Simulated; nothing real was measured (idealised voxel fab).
The process module presented herein is designated voxel plated lines.
Shown is cross-section cut, with a width of 295 nm and square cells of size 5 nm.
For the purposes of this document, a cross-section shall be understood as a grid of square cells, specified as bands listed in top-to-bottom order, each band consisting of one or more rows of cells.
It is stipulated that each band's entry specify, in nanometres, the height of the top of the band and then that of its bottom, followed by the materials of the band in left-to-right sequence, each together with its width in nanometres. A single material marked by the word "all across" is understood to fill the band from edge to edge; the word "blank" is understood to denote empty space.
We count height from 0. Below that, the starting wafer is all one material. The lowest band never ends at the bottom but goes on down; see "from 0 down" for how that is written.
The expression "30->40" gives the width at the extremes of the band, the first number at its top row of cells and the second at its bottom row, with the width changing by equal amounts from each row to the next in between.
"no alterations made" for a step: no cell of the cross-section changed in that step.
Entry "Closed voids list" = empty spaces >= 8 cells with no open way to the top; each as width x height at distance, distance from left edge, all nm.
Text after the settings on a step's line: the simulator's own remark on that step.
"overlay nm" denotes, for a step that has a mask, the displacement of the mask to the right of its planned place, with negative values corresponding to the left.

### Steps in the process plan
step 1: RECEIVE (material Si)
step 2: CONFORMAL_DEP (material SiN; thk nm 5)
step 3: DIRECTIONAL_DEP (material TiN; thk nm 5)
step 4: PATTERN (tone open; mask id LINES; material resist; width nm 25; pitch nm 40; thk nm 40; overlay nm 0)
step 5: EPI (material Ru; thk nm 10)
step 6: EPI (material Ru; thk nm 5)
step 7: EPI (material Ru; thk nm 5)
step 8: STRIP (etch materials resist)
step 9: DIRECTIONAL_ETCH (etch materials TiN; depth nm 5)
step 10: CONFORMAL_DEP (material SiN; thk nm 10)

### The cross-section here shows the wafer as received, i.e. in its state after step 1
* from 0 down  Si all across
* Closed voids list: none

### As-planned run: cross-section of the first of two wafers at end of module
* from 40 to 30  blank (85); SiN (125); blank (85)
* from 30 to 15  blank (85); SiN (10); Ru (25); SiN (15); Ru (25); SiN (15); Ru (25); SiN (10); blank (85)
* from 15 to 10  SiN (95); Ru (25); SiN (15); Ru (25); SiN (15); Ru (25); SiN (95)
* from 10 to 5  SiN (95); TiN (25); SiN (15); TiN (25); SiN (15); TiN (25); SiN (95)
* from 5 to 0  SiN all across
* from 0 down  Si all across
* Closed voids list: none

### Wafer two cross-section, module end. Start and plan unchanged from wafer one; one mistake made during the run
* from 40 to 30  blank (90); SiN (120); blank (85)
* from 30 to 15  blank (90); SiN (10); Ru (20); SiN (20); Ru (20); SiN (20); Ru (20); SiN (10); blank (85)
* from 15 to 10  SiN (100); Ru (20); SiN (20); Ru (20); SiN (20); Ru (20); SiN (95)
* from 10 to 5  SiN (100); TiN (20); SiN (20); TiN (20); SiN (20); TiN (20); SiN (95)
* from 5 to 0  SiN all across
* from 0 down  Si all across
* Closed voids list: none
Error vs. plan: step 4 went in with a setting other than planned; the actual run was PATTERN (tone open; mask id LINES; material resist; width nm 20; pitch nm 40; thk nm 40; overlay nm 0)
Final difference in cells, second wafer against first, listed per material as more or fewer: 12 fewer of Ru | 10 more of SiN | 3 fewer of TiN
